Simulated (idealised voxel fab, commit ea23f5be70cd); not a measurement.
process module | voxel self aligned vias
cross-section cut | 280 nm wide | cells 5 nm
A cross-section is a grid of square cells, given in bands from the top down. A band is one or more rows of cells.
Each band's line starts with the height of the band's top and of its bottom, in nm. Then come its materials from left to right, each with its width in nm. One material with "throughout" fills the band from edge to edge. "air" is empty space.
Height 0 is the level under which the wafer as received is all one material. The lowest band goes on downwards, as in "0 down".
A width such as "30 to 40" changes by the same amount from each row of cells to the next, from the band's top row to its bottom row.
"no change" after a step means that no cell of the cross-section changed.
closed voids: empty space of 8 cells or more with no open way to the top, each as width x height at its distance from the left edge, in nm
after a step's settings: what the simulator itself notes on the step
overlay nm, on a step with a mask: how far to the right of its planned place the mask lay; to the left if negative
plan
1 op RECEIVE | material Si
2 op CONFORMAL_DEP | material SiO2 | thk nm 15
3 op CONFORMAL_DEP | material SiCN | thk nm 5
4 op DIRECTIONAL_DEP | material lowk | thk nm 30
5 op MASKED_ETCH | tone open | mask id LINES | width nm 30 | pitch nm 75 | etch materials lowk | depth nm 30 | overlay nm 0
6 op CONFORMAL_DEP | material TiN | thk nm 5
7 op FILL_DEP | material W | thk nm 10
8 op CMP | height nm 50
9 op SELECTIVE_ETCH | etch materials W Ru TiN | depth nm 10
10 op FILL_DEP | material SiN | thk nm 10
11 op CMP | height nm 50
12 op DIRECTIONAL_DEP | material lowk | thk nm 20
13 op MASKED_ETCH | tone open | mask id VIAS | width nm 50 | etch materials lowk | depth nm 20 | overlay nm 0
14 op MASKED_ETCH | tone open | mask id VIAS | width nm 50 | etch materials SiN | depth nm 10 | overlay nm 0
15 op CONFORMAL_DEP | material TiN | thk nm 5
16 op FILL_DEP | material Ru | thk nm 5
17 op CMP | height nm 70
18 op CONFORMAL_DEP | material SiN | thk nm 5
first wafer, as planned
as received, after step 1
  0 down: Si throughout
  closed voids: none
after step 2
  15 to 0: SiO2 throughout
  below 0: unchanged
after step 3
  20 to 15: SiCN throughout
  below 15: unchanged
after step 4
  50 to 20: lowk throughout
  below 20: unchanged
after step 5
  50 to 20: lowk 85 | air 30 | lowk 45 | air 30 | lowk 90
  below 20: unchanged
after step 6
  55 to 50: TiN 90 | air 20 | TiN 55 | air 20 | TiN 95
  50 to 25: lowk 85 | TiN 5 | air 20 | TiN 5 | lowk 45 | TiN 5 | air 20 | TiN 5 | lowk 90
  25 to 20: lowk 85 | TiN 30 | lowk 45 | TiN 30 | lowk 90
  below 20: unchanged
after step 7
  65 to 55: W throughout
  55 to 50: TiN 90 | W 20 | TiN 55 | W 20 | TiN 95
  50 to 25: lowk 85 | TiN 5 | W 20 | TiN 5 | lowk 45 | TiN 5 | W 20 | TiN 5 | lowk 90
  below 25: unchanged
after step 8
  50 to 25: lowk 85 | TiN 5 | W 20 | TiN 5 | lowk 45 | TiN 5 | W 20 | TiN 5 | lowk 90
  below 25: unchanged
after step 9
  50 to 40: lowk 85 | air 30 | lowk 45 | air 30 | lowk 90
  below 40: unchanged
after step 10
  60 to 50: SiN throughout
  50 to 40: lowk 85 | SiN 30 | lowk 45 | SiN 30 | lowk 90
  below 40: unchanged
after step 11
  50 to 40: lowk 85 | SiN 30 | lowk 45 | SiN 30 | lowk 90
  below 40: unchanged
after step 12
  70 to 50: lowk throughout
  below 50: unchanged
after step 13
  70 to 50: lowk 75 | air 50 | lowk 155
  below 50: unchanged
after step 14
  70 to 50: lowk 75 | air 50 | lowk 155
  50 to 40: lowk 85 | air 30 | lowk 45 | SiN 30 | lowk 90
  below 40: unchanged
after step 15
  75 to 70: TiN 80 | air 40 | TiN 160
  70 to 55: lowk 75 | TiN 5 | air 40 | TiN 5 | lowk 155
  55 to 50: lowk 75 | TiN 15 | air 20 | TiN 15 | lowk 155
  50 to 45: lowk 85 | TiN 5 | air 20 | TiN 5 | lowk 45 | SiN 30 | lowk 90
  45 to 40: lowk 85 | TiN 30 | lowk 45 | SiN 30 | lowk 90
  below 40: unchanged
after step 16
  80 to 75: Ru throughout
  75 to 70: TiN 80 | Ru 40 | TiN 160
  70 to 55: lowk 75 | TiN 5 | Ru 40 | TiN 5 | lowk 155
  55 to 50: lowk 75 | TiN 15 | Ru 20 | TiN 15 | lowk 155
  50 to 45: lowk 85 | TiN 5 | Ru 20 | TiN 5 | lowk 45 | SiN 30 | lowk 90
  below 45: unchanged
after step 17
  70 to 55: lowk 75 | TiN 5 | Ru 40 | TiN 5 | lowk 155
  below 55: unchanged
after step 18
  75 to 70: SiN throughout
  below 70: unchanged
second wafer: like start, like plan, one mistake. Through step 1 it matches the first wafer
when step 2 should have ended: no change
when step 3 should have ended
  5 to 0: SiCN throughout
  below 0: unchanged
when step 4 should have ended
  35 to 5: lowk throughout
  below 5: unchanged
when step 5 should have ended
  35 to 5: lowk 85 | air 30 | lowk 45 | air 30 | lowk 90
  below 5: unchanged
when step 6 should have ended
  40 to 35: TiN 90 | air 20 | TiN 55 | air 20 | TiN 95
  35 to 10: lowk 85 | TiN 5 | air 20 | TiN 5 | lowk 45 | TiN 5 | air 20 | TiN 5 | lowk 90
  10 to 5: lowk 85 | TiN 30 | lowk 45 | TiN 30 | lowk 90
  below 5: unchanged
when step 7 should have ended
  50 to 40: W throughout
  40 to 35: TiN 90 | W 20 | TiN 55 | W 20 | TiN 95
  35 to 10: lowk 85 | TiN 5 | W 20 | TiN 5 | lowk 45 | TiN 5 | W 20 | TiN 5 | lowk 90
  below 10: unchanged
when step 8 should have ended: no change
when step 9 should have ended
  40 to 35: TiN 90 | W 20 | TiN 55 | W 20 | TiN 95
  below 35: unchanged
when step 10 should have ended
  50 to 40: SiN throughout
  below 40: unchanged
when step 11 should have ended: no change
when step 12 should have ended
  70 to 50: lowk throughout
  below 50: unchanged
when step 13 should have ended
  70 to 50: lowk 75 | air 50 | lowk 155
  below 50: unchanged
when step 14 should have ended
  70 to 50: lowk 75 | air 50 | lowk 155
  50 to 40: SiN 75 | air 50 | SiN 155
  below 40: unchanged
when step 15 should have ended
  75 to 70: TiN 80 | air 40 | TiN 160
  70 to 50: lowk 75 | TiN 5 | air 40 | TiN 5 | lowk 155
  50 to 45: SiN 75 | TiN 5 | air 40 | TiN 5 | SiN 155
  45 to 40: SiN 75 | TiN 50 | SiN 155
  below 40: unchanged
when step 16 should have ended
  80 to 75: Ru throughout
  75 to 70: TiN 80 | Ru 40 | TiN 160
  70 to 50: lowk 75 | TiN 5 | Ru 40 | TiN 5 | lowk 155
  50 to 45: SiN 75 | TiN 5 | Ru 40 | TiN 5 | SiN 155
  below 45: unchanged
when step 17 should have ended
  70 to 50: lowk 75 | TiN 5 | Ru 40 | TiN 5 | lowk 155
  below 50: unchanged
when step 18 should have ended
  75 to 70: SiN throughout
  below 70: unchanged
what went wrong: step 2 was left out
at the end the second wafer has, in cells: 8 more of Ru | 80 more of SiN | 168 fewer of SiO2 | 56 more of TiN | 24 more of W
